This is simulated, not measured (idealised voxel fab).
The following process module bears the name voxel lift off.
Square cell edge 5 nm, section width 295 nm, ID cut.
In this document a cross-section is written as a grid of square cells. It is given as a series of bands, listed from the top down, and a band is one or more rows of cells.
Heights first: top, then bottom, in nm. Then materials, left to right, each with a width in nm. "full width" on a single material: fills the band edge to edge. "blank": empty space.
We count height from 0. Below that, the starting wafer is all one material. The lowest band never ends at the bottom but goes on down; see "from 0 down" for how that is written.
A width given as "30..40" starts at the first number in the band's top row and ends at the second number in its bottom row, shifting by an equal amount at every step from row to row.
A step reported as "remained the same" is a step in which no cell of the cross-section changed.
Any empty space of 8 cells or more lacking an open way to the top shows up in "closed voids" as width x height at distance, distance from the left edge, in nm.
It should be noted that, on the line of a given step, the content following the step's settings is a remark produced by the simulator itself with respect to that step.
The setting "overlay nm" may be written on the line of a step. When the step uses a mask, the value reports how far to the right of the planned place the mask lay, and a negative value reports that it lay to the left.

**Intended process steps**
step 1: RECEIVE: material Si
step 2: CONFORMAL_DEP: material SiO2, thk nm 15
step 3: PATTERN: tone open, mask id LINES, material resist, width nm 15, pitch nm 35, thk nm 25, overlay nm 0
step 4: DIRECTIONAL_DEP: material Ru, thk nm 15
step 5: STRIP: etch materials resist
step 6: CONFORMAL_DEP: material SiN, thk nm 5

**So, the first of our two wafers, run just as we planned it**

**Delivered wafer in cross-section: state after step 1**
- from 0 down | Si full width
- closed voids: none

**Wafer after step 2 (cross-section)**
- from 15 to 0 | SiO2 full width
- Below a height of 0, the structure has not been altered.

**Wafer after step 3 (cross-section)**
- from 40 to 15 | 85 nm resist, 15 nm blank, 20 nm resist, 15 nm blank, 20 nm resist, 15 nm blank, 20 nm resist, 15 nm blank, 90 nm resist
- Below a height of 15, the structure has not been altered.

**Wafer after step 4 (cross-section)**
- from 55 to 40 | 85 nm Ru, 15 nm blank, 20 nm Ru, 15 nm blank, 20 nm Ru, 15 nm blank, 20 nm Ru, 15 nm blank, 90 nm Ru
- from 40 to 30 | 85 nm resist, 15 nm blank, 20 nm resist, 15 nm blank, 20 nm resist, 15 nm blank, 20 nm resist, 15 nm blank, 90 nm resist
- from 30 to 15 | 85 nm resist, 15 nm Ru, 20 nm resist, 15 nm Ru, 20 nm resist, 15 nm Ru, 20 nm resist, 15 nm Ru, 90 nm resist
- Below a height of 15, the structure has not been altered.

**Wafer after step 5 (cross-section)**
- from 30 to 15 | 85 nm blank, 15 nm Ru, 20 nm blank, 15 nm Ru, 20 nm blank, 15 nm Ru, 20 nm blank, 15 nm Ru, 90 nm blank
- Below a height of 15, the structure has not been altered.

**Wafer after step 6 (cross-section)**
- from 35 to 30 | 80 nm blank, 25 nm SiN, 10 nm blank, 25 nm SiN, 10 nm blank, 25 nm SiN, 10 nm blank, 25 nm SiN, 85 nm blank
- from 30 to 20 | 80 nm blank, 5 nm SiN, 15 nm Ru, 5 nm SiN, 10 nm blank, 5 nm SiN, 15 nm Ru, 5 nm SiN, 10 nm blank, 5 nm SiN, 15 nm Ru, 5 nm SiN, 10 nm blank, 5 nm SiN, 15 nm Ru, 5 nm SiN, 85 nm blank
- from 20 to 15 | 85 nm SiN, 15 nm Ru, 20 nm SiN, 15 nm Ru, 20 nm SiN, 15 nm Ru, 20 nm SiN, 15 nm Ru, 90 nm SiN
- Below a height of 15, the structure has not been altered.

**Second wafer, same starting state and plan as the first, one mistake in the run, identical through step 1**

when step 2 should have ended: remained the same

**when step 3 should have ended**
- from 25 to 0 | 85 nm resist, 15 nm blank, 20 nm resist, 15 nm blank, 20 nm resist, 15 nm blank, 20 nm resist, 15 nm blank, 90 nm resist
- Below a height of 0, the structure has not been altered.

**when step 4 should have ended**
- from 40 to 25 | 85 nm Ru, 15 nm blank, 20 nm Ru, 15 nm blank, 20 nm Ru, 15 nm blank, 20 nm Ru, 15 nm blank, 90 nm Ru
- from 25 to 15 | 85 nm resist, 15 nm blank, 20 nm resist, 15 nm blank, 20 nm resist, 15 nm blank, 20 nm resist, 15 nm blank, 90 nm resist
- from 15 to 0 | 85 nm resist, 15 nm Ru, 20 nm resist, 15 nm Ru, 20 nm resist, 15 nm Ru, 20 nm resist, 15 nm Ru, 90 nm resist
- Below a height of 0, the structure has not been altered.

**when step 5 should have ended**
- from 15 to 0 | 85 nm blank, 15 nm Ru, 20 nm blank, 15 nm Ru, 20 nm blank, 15 nm Ru, 20 nm blank, 15 nm Ru, 90 nm blank
- Below a height of 0, the structure has not been altered.

**when step 6 should have ended**
- from 20 to 15 | 80 nm blank, 25 nm SiN, 10 nm blank, 25 nm SiN, 10 nm blank, 25 nm SiN, 10 nm blank, 25 nm SiN, 85 nm blank
- from 15 to 5 | 80 nm blank, 5 nm SiN, 15 nm Ru, 5 nm SiN, 10 nm blank, 5 nm SiN, 15 nm Ru, 5 nm SiN, 10 nm blank, 5 nm SiN, 15 nm Ru, 5 nm SiN, 10 nm blank, 5 nm SiN, 15 nm Ru, 5 nm SiN, 85 nm blank
- from 5 to 0 | 85 nm SiN, 15 nm Ru, 20 nm SiN, 15 nm Ru, 20 nm SiN, 15 nm Ru, 20 nm SiN, 15 nm Ru, 90 nm SiN
- Below a height of 0, the structure has not been altered.
What broke from the plan during processing? step 2 of the plan was jumped over and never run
Final tally in cells, some materials are higher or lower on the second wafer than on the first: SiO2 -177
